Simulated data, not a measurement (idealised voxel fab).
Process module, titled voxel capacitor over wiring
Cross-section cut spans 230 nm and uses square cells 5 nm in size.
A cross-section is written here as square cells arranged in a grid, and it is given in bands from the top down, each band taking up one or more rows of cells.
What a band's entry tells you: where the top is and where the bottom is, as heights in nm, and after that what lies inside, material by material from left to right, each with its width in nm. Empty space is written as the word "empty", and a single material marked with the word "all across" occupies the band from edge to edge.
Beneath 0, the wafer as received is one material, and that level is where height counting begins. The lowest band goes on downward without a bottom; it is written like "0 nm and below".
Width spec "30 to 40" -> top row of cells at first value, bottom row at second value, equal per-row change in between.
Any step labelled "remained unchanged" changed none of the cells in the cross-section.
Each empty space that has no open way to the top and spans at least 8 cells appears under "Non-vented voids" as width x height at distance, the distance counted from the left edge, all in nm.
Text after the settings on a step's line: the simulator's own remark on that step.
A step line may carry the setting "overlay nm", which, for steps involving a mask, states the distance by which the mask lay to the right of its intended position; negative values denote displacement to the left.

-- The planned process steps are enumerated hereunder
1. op RECEIVE | material Si
2. op CONFORMAL_DEP | material SiO2 | thk nm 10
3. op DIRECTIONAL_DEP | material TiN | thk nm 5
4. op DIRECTIONAL_DEP | material W | thk nm 25
5. op DIRECTIONAL_DEP | material aC | thk nm 10
6. op PATTERN | tone cover | mask id METAL_1 | material resist | width nm 30 | pitch nm 85 | thk nm 30 | overlay nm 0
7. op DIRECTIONAL_ETCH | etch materials aC | depth nm 10
8. op STRIP | etch materials resist
9. op DIRECTIONAL_ETCH | etch materials W | depth nm 25
10. op DIRECTIONAL_ETCH | etch materials TiN | depth nm 5
11. op STRIP | etch materials aC
12. op FILL_DEP | material SiO2 | thk nm 5
13. op CMP | height nm 40
14. op CONFORMAL_DEP | material SiCN | thk nm 5
15. op DIRECTIONAL_DEP | material SiO2 | thk nm 20
16. op PATTERN | tone open | mask id PLUG_1 | material resist | width nm 15 | thk nm 20 | overlay nm 0
17. op DIRECTIONAL_ETCH | etch materials SiO2 | depth nm 20
18. op DIRECTIONAL_ETCH | etch materials SiCN | depth nm 5
19. op STRIP | etch materials resist
20. op CONFORMAL_DEP | material TiN | thk nm 5
21. op FILL_DEP | material Ru | thk nm 10
22. op CMP | height nm 65
23. op DIRECTIONAL_DEP | material TiN | thk nm 10
24. op DIRECTIONAL_DEP | material SiN | thk nm 5
25. op DIRECTIONAL_DEP | material TiN | thk nm 10
26. op PATTERN | tone cover | mask id UPPER_PLATE | material resist | width nm 60 | thk nm 20 | overlay nm 0
27. op DIRECTIONAL_ETCH | etch materials TiN | depth nm 10
28. op DIRECTIONAL_ETCH | etch materials SiN | depth nm 5
29. op STRIP | etch materials resist
30. op PATTERN | tone cover | mask id LOWER_PLATE | material resist | width nm 70 | thk nm 15 | overlay nm 0
31. op DIRECTIONAL_ETCH | etch materials TiN | depth nm 10
32. op STRIP | etch materials resist
33. op FILL_DEP | material SiO2 | thk nm 15
34. op CMP | height nm 100
35. op PATTERN | tone open | mask id PLUG_2 | material resist | width nm 15 | thk nm 20 | overlay nm 0
36. op DIRECTIONAL_ETCH | etch materials SiO2 | depth nm 10
37. op STRIP | etch materials resist
38. op CONFORMAL_DEP | material TiN | thk nm 5
39. op FILL_DEP | material W | thk nm 10
40. op CMP | height nm 100
41. op CONFORMAL_DEP | material SiN | thk nm 5

-- The following pertains to the first of two wafers, which was processed as planned

-- Wafer cross-section on receipt, i.e. after step 1
> 0 nm and below = Si all across
> Non-vented voids: none

-- After step 2, in cross-section
> 10 nm to 0 nm = SiO2 all across
> Below a height of 0, the structure has not been altered.

-- After step 3, in cross-section
> 15 nm to 10 nm = TiN all across
> Below a height of 10, the structure has not been altered.

-- After step 4, in cross-section
> 40 nm to 15 nm = W all across
> Below a height of 15, the structure has not been altered.

-- After step 5, in cross-section
> 50 nm to 40 nm = aC all across
> Below a height of 40, the structure has not been altered.

-- After step 6, in cross-section
> 80 nm to 50 nm = empty: 55; resist: 30; empty: 55; resist: 30; empty: 60
> Below a height of 50, the structure has not been altered.

-- After step 7, in cross-section
> 70 nm to 50 nm = empty: 55; resist: 30; empty: 55; resist: 30; empty: 60
> 50 nm to 40 nm = empty: 55; aC: 30; empty: 55; aC: 30; empty: 60
> Below a height of 40, the structure has not been altered.

-- After step 8, in cross-section
> 50 nm to 40 nm = empty: 55; aC: 30; empty: 55; aC: 30; empty: 60
> Below a height of 40, the structure has not been altered.

-- After step 9, in cross-section
> 50 nm to 40 nm = empty: 55; aC: 30; empty: 55; aC: 30; empty: 60
> 40 nm to 15 nm = empty: 55; W: 30; empty: 55; W: 30; empty: 60
> Below a height of 15, the structure has not been altered.

-- After step 10, in cross-section
> 50 nm to 40 nm = empty: 55; aC: 30; empty: 55; aC: 30; empty: 60
> 40 nm to 15 nm = empty: 55; W: 30; empty: 55; W: 30; empty: 60
> 15 nm to 10 nm = empty: 55; TiN: 30; empty: 55; TiN: 30; empty: 60
> Below a height of 10, the structure has not been altered.

-- After step 11, in cross-section
> 40 nm to 15 nm = empty: 55; W: 30; empty: 55; W: 30; empty: 60
> Below a height of 15, the structure has not been altered.

-- After step 12, in cross-section
> 45 nm to 40 nm = SiO2 all across
> 40 nm to 15 nm = SiO2: 55; W: 30; SiO2: 55; W: 30; SiO2: 60
> 15 nm to 10 nm = SiO2: 55; TiN: 30; SiO2: 55; TiN: 30; SiO2: 60
> Below a height of 10, the structure has not been altered.

-- After step 13, in cross-section
> 40 nm to 15 nm = SiO2: 55; W: 30; SiO2: 55; W: 30; SiO2: 60
> Below a height of 15, the structure has not been altered.

-- After step 14, in cross-section
> 45 nm to 40 nm = SiCN all across
> Below a height of 40, the structure has not been altered.

-- After step 15, in cross-section
> 65 nm to 45 nm = SiO2 all across
> Below a height of 45, the structure has not been altered.

-- After step 16, in cross-section
> 85 nm to 65 nm = resist: 70; empty: 15; resist: 145
> Below a height of 65, the structure has not been altered.

-- After step 17, in cross-section
> 85 nm to 65 nm = resist: 70; empty: 15; resist: 145
> 65 nm to 45 nm = SiO2: 70; empty: 15; SiO2: 145
> Below a height of 45, the structure has not been altered.

-- After step 18, in cross-section
> 85 nm to 65 nm = resist: 70; empty: 15; resist: 145
> 65 nm to 45 nm = SiO2: 70; empty: 15; SiO2: 145
> 45 nm to 40 nm = SiCN: 70; empty: 15; SiCN: 145
> Below a height of 40, the structure has not been altered.

-- After step 19, in cross-section
> 65 nm to 45 nm = SiO2: 70; empty: 15; SiO2: 145
> Below a height of 45, the structure has not been altered.

-- After step 20, in cross-section
> 70 nm to 65 nm = TiN: 75; empty: 5; TiN: 150
> 65 nm to 45 nm = SiO2: 70; TiN: 5; empty: 5; TiN: 5; SiO2: 145
> 45 nm to 40 nm = SiCN: 70; TiN: 15; SiCN: 145
> Below a height of 40, the structure has not been altered.

-- After step 21, in cross-section
> 80 nm to 70 nm = Ru all across
> 70 nm to 65 nm = TiN: 75; Ru: 5; TiN: 150
> 65 nm to 45 nm = SiO2: 70; TiN: 5; Ru: 5; TiN: 5; SiO2: 145
> Below a height of 45, the structure has not been altered.

-- After step 22, in cross-section
> 65 nm to 45 nm = SiO2: 70; TiN: 5; Ru: 5; TiN: 5; SiO2: 145
> Below a height of 45, the structure has not been altered.

-- After step 23, in cross-section
> 75 nm to 65 nm = TiN all across
> Below a height of 65, the structure has not been altered.

-- After step 24, in cross-section
> 80 nm to 75 nm = SiN all across
> Below a height of 75, the structure has not been altered.

-- After step 25, in cross-section
> 90 nm to 80 nm = TiN all across
> Below a height of 80, the structure has not been altered.

-- After step 26, in cross-section
> 110 nm to 90 nm = empty: 70; resist: 60; empty: 100
> Below a height of 90, the structure has not been altered.

-- After step 27, in cross-section
> 110 nm to 90 nm = empty: 70; resist: 60; empty: 100
> 90 nm to 80 nm = empty: 70; TiN: 60; empty: 100
> Below a height of 80, the structure has not been altered.

-- After step 28, in cross-section
> 110 nm to 90 nm = empty: 70; resist: 60; empty: 100
> 90 nm to 80 nm = empty: 70; TiN: 60; empty: 100
> 80 nm to 75 nm = empty: 70; SiN: 60; empty: 100
> Below a height of 75, the structure has not been altered.

-- After step 29, in cross-section
> 90 nm to 80 nm = empty: 70; TiN: 60; empty: 100
> Below a height of 80, the structure has not been altered.

-- After step 30, in cross-section
> 105 nm to 90 nm = empty: 65; resist: 70; empty: 95
> 90 nm to 80 nm = empty: 65; resist: 5; TiN: 60; resist: 5; empty: 95
> 80 nm to 75 nm = empty: 65; resist: 5; SiN: 60; resist: 5; empty: 95
> Below a height of 75, the structure has not been altered.

-- After step 31, in cross-section
> 105 nm to 90 nm = empty: 65; resist: 70; empty: 95
> 90 nm to 80 nm = empty: 65; resist: 5; TiN: 60; resist: 5; empty: 95
> 80 nm to 75 nm = empty: 65; resist: 5; SiN: 60; resist: 5; empty: 95
> 75 nm to 65 nm = empty: 65; TiN: 70; empty: 95
> Below a height of 65, the structure has not been altered.

-- After step 32, in cross-section
> 90 nm to 80 nm = empty: 70; TiN: 60; empty: 100
> 80 nm to 75 nm = empty: 70; SiN: 60; empty: 100
> Below a height of 75, the structure has not been altered.

-- After step 33, in cross-section
> 105 nm to 90 nm = SiO2 all across
> 90 nm to 80 nm = SiO2: 70; TiN: 60; SiO2: 100
> 80 nm to 75 nm = SiO2: 70; SiN: 60; SiO2: 100
> 75 nm to 65 nm = SiO2: 65; TiN: 70; SiO2: 95
> Below a height of 65, the structure has not been altered.

-- After step 34, in cross-section
> 100 nm to 90 nm = SiO2 all across
> Below a height of 90, the structure has not been altered.

-- After step 35, in cross-section
> 120 nm to 100 nm = resist: 80; empty: 15; resist: 135
> Below a height of 100, the structure has not been altered.

-- After step 36, in cross-section
> 120 nm to 100 nm = resist: 80; empty: 15; resist: 135
> 100 nm to 90 nm = SiO2: 80; empty: 15; SiO2: 135
> Below a height of 90, the structure has not been altered.

-- After step 37, in cross-section
> 100 nm to 90 nm = SiO2: 80; empty: 15; SiO2: 135
> Below a height of 90, the structure has not been altered.

-- After step 38, in cross-section
> 105 nm to 100 nm = TiN: 85; empty: 5; TiN: 140
> 100 nm to 95 nm = SiO2: 80; TiN: 5; empty: 5; TiN: 5; SiO2: 135
> 95 nm to 90 nm = SiO2: 80; TiN: 15; SiO2: 135
> Below a height of 90, the structure has not been altered.

-- After step 39, in cross-section
> 115 nm to 105 nm = W all across
> 105 nm to 100 nm = TiN: 85; W: 5; TiN: 140
> 100 nm to 95 nm = SiO2: 80; TiN: 5; W: 5; TiN: 5; SiO2: 135
> Below a height of 95, the structure has not been altered.

-- After step 40, in cross-section
> 100 nm to 95 nm = SiO2: 80; TiN: 5; W: 5; TiN: 5; SiO2: 135
> Below a height of 95, the structure has not been altered.

-- After step 41, in cross-section
> 105 nm to 100 nm = SiN all across
> Below a height of 100, the structure has not been altered.

-- What follows concerns the second wafer, which started out like the first and was meant to follow the very same plan; one mistake crept in when it was run, but everything up to and including step 34 is the same as for the first wafer

-- Second wafer profile in section, at the moment step 35 of the plan was meant to be complete
> 120 nm to 100 nm = empty: 80; resist: 15; empty: 135
> Below a height of 100, the structure has not been altered.

-- Second wafer profile in section, at the moment step 36 of the plan was meant to be complete
> 120 nm to 100 nm = empty: 80; resist: 15; empty: 135
> 100 nm to 90 nm = empty: 80; SiO2: 15; empty: 135
> Below a height of 90, the structure has not been altered.

-- Second wafer profile in section, at the moment step 37 of the plan was meant to be complete
> 100 nm to 90 nm = empty: 80; SiO2: 15; empty: 135
> Below a height of 90, the structure has not been altered.

-- Second wafer profile in section, at the moment step 38 of the plan was meant to be complete
> 105 nm to 100 nm = empty: 75; TiN: 25; empty: 130
> 100 nm to 95 nm = empty: 75; TiN: 5; SiO2: 15; TiN: 5; empty: 130
> 95 nm to 90 nm = TiN: 80; SiO2: 15; TiN: 135
> Below a height of 90, the structure has not been altered.

-- Second wafer profile in section, at the moment step 39 of the plan was meant to be complete
> 115 nm to 105 nm = W all across
> 105 nm to 100 nm = W: 75; TiN: 25; W: 130
> 100 nm to 95 nm = W: 75; TiN: 5; SiO2: 15; TiN: 5; W: 130
> Below a height of 95, the structure has not been altered.

-- Second wafer profile in section, at the moment step 40 of the plan was meant to be complete
> 100 nm to 95 nm = W: 75; TiN: 5; SiO2: 15; TiN: 5; W: 130
> Below a height of 95, the structure has not been altered.

-- Second wafer profile in section, at the moment step 41 of the plan was meant to be complete
> 105 nm to 100 nm = SiN all across
> Below a height of 100, the structure has not been altered.
What was done differently from what was planned? step 35 did not use the planned setting and instead ran as op PATTERN | tone cover | mask id PLUG_2 | material resist | width nm 15 | thk nm 20 | overlay nm 0
Final difference in cells, second wafer against first, listed per material as more or fewer: SiO2 -80, TiN +40, W +40
